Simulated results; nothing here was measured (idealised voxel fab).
process module | voxel self aligned vias
cross-section cut | 245 nm wide | cells 5 nm
A cross-section is a grid of square cells, given in bands from the top down. A band is one or more rows of cells.
Each band's line starts with the height of the band's top and of its bottom, in nm. Then come its materials from left to right, each with its width in nm. One material with "throughout" fills the band from edge to edge. "air" is empty space.
Height 0 is the level under which the wafer as received is all one material. The lowest band goes on downwards, as in "0 down".
A width such as "30 to 40" changes by the same amount from each row of cells to the next, from the band's top row to its bottom row.
"no change" after a step means that no cell of the cross-section changed.
closed voids: empty space of 8 cells or more with no open way to the top, each as width x height at its distance from the left edge, in nm
after a step's settings: what the simulator itself notes on the step
overlay nm, on a step with a mask: how far to the right of its planned place the mask lay; to the left if negative
plan
1 op RECEIVE | material Si
2 op CONFORMAL_DEP | material SiO2 | thk nm 10
3 op CONFORMAL_DEP | material SiCN | thk nm 5
4 op DIRECTIONAL_DEP | material lowk | thk nm 25
5 op DIRECTIONAL_DEP | material aC | thk nm 15
6 op PATTERN | tone open | mask id LINES | material resist | width nm 25 | pitch nm 60 | thk nm 35 | overlay nm 0
7 op DIRECTIONAL_ETCH | etch materials aC | depth nm 15
8 op STRIP | etch materials resist
9 op DIRECTIONAL_ETCH | etch materials lowk | depth nm 25
10 op STRIP | etch materials aC
11 op CONFORMAL_DEP | material TiN | thk nm 5
12 op FILL_DEP | material W | thk nm 5
13 op CMP | height nm 40
14 op SELECTIVE_ETCH | etch materials W Ru TiN | depth nm 5
15 op FILL_DEP | material SiN | thk nm 10
16 op CMP | height nm 40
17 op DIRECTIONAL_DEP | material lowk | thk nm 20
18 op DIRECTIONAL_DEP | material aC | thk nm 10
19 op PATTERN | tone open | mask id VIAS | material resist | width nm 35 | pitch nm 60 | thk nm 25 | overlay nm 0
20 op DIRECTIONAL_ETCH | etch materials aC | depth nm 10
21 op STRIP | etch materials resist
22 op DIRECTIONAL_ETCH | etch materials lowk | depth nm 20
23 op DIRECTIONAL_ETCH | etch materials SiN | depth nm 5
24 op STRIP | etch materials aC
25 op CONFORMAL_DEP | material TiN | thk nm 5
26 op FILL_DEP | material Ru | thk nm 10
27 op CMP | height nm 60
28 op CONFORMAL_DEP | material SiN | thk nm 5
as received, after step 1
  0 down: Si throughout
  closed voids: none
a wafer at the end: this start, this plan, one mistake
  60 to 55: SiN throughout
  55 to 45: lowk 75 | TiN 5 | Ru 25 | TiN 5 | lowk 25 | TiN 5 | Ru 25 | TiN 5 | lowk 75
  45 to 40: lowk 75 | TiN 10 | Ru 15 | TiN 10 | lowk 25 | TiN 10 | Ru 15 | TiN 10 | lowk 75
  40 to 35: lowk 80 | TiN 25 | lowk 35 | TiN 25 | lowk 80
  35 to 20: lowk 80 | TiN 5 | W 15 | TiN 5 | lowk 35 | TiN 5 | W 15 | TiN 5 | lowk 80
  20 to 15: lowk 80 | TiN 25 | lowk 35 | TiN 25 | lowk 80
  15 to 10: SiCN throughout
  10 to 0: SiO2 throughout
  0 down: Si throughout
  closed voids: none
what went wrong: step 27 ran as: op CMP | height nm 55
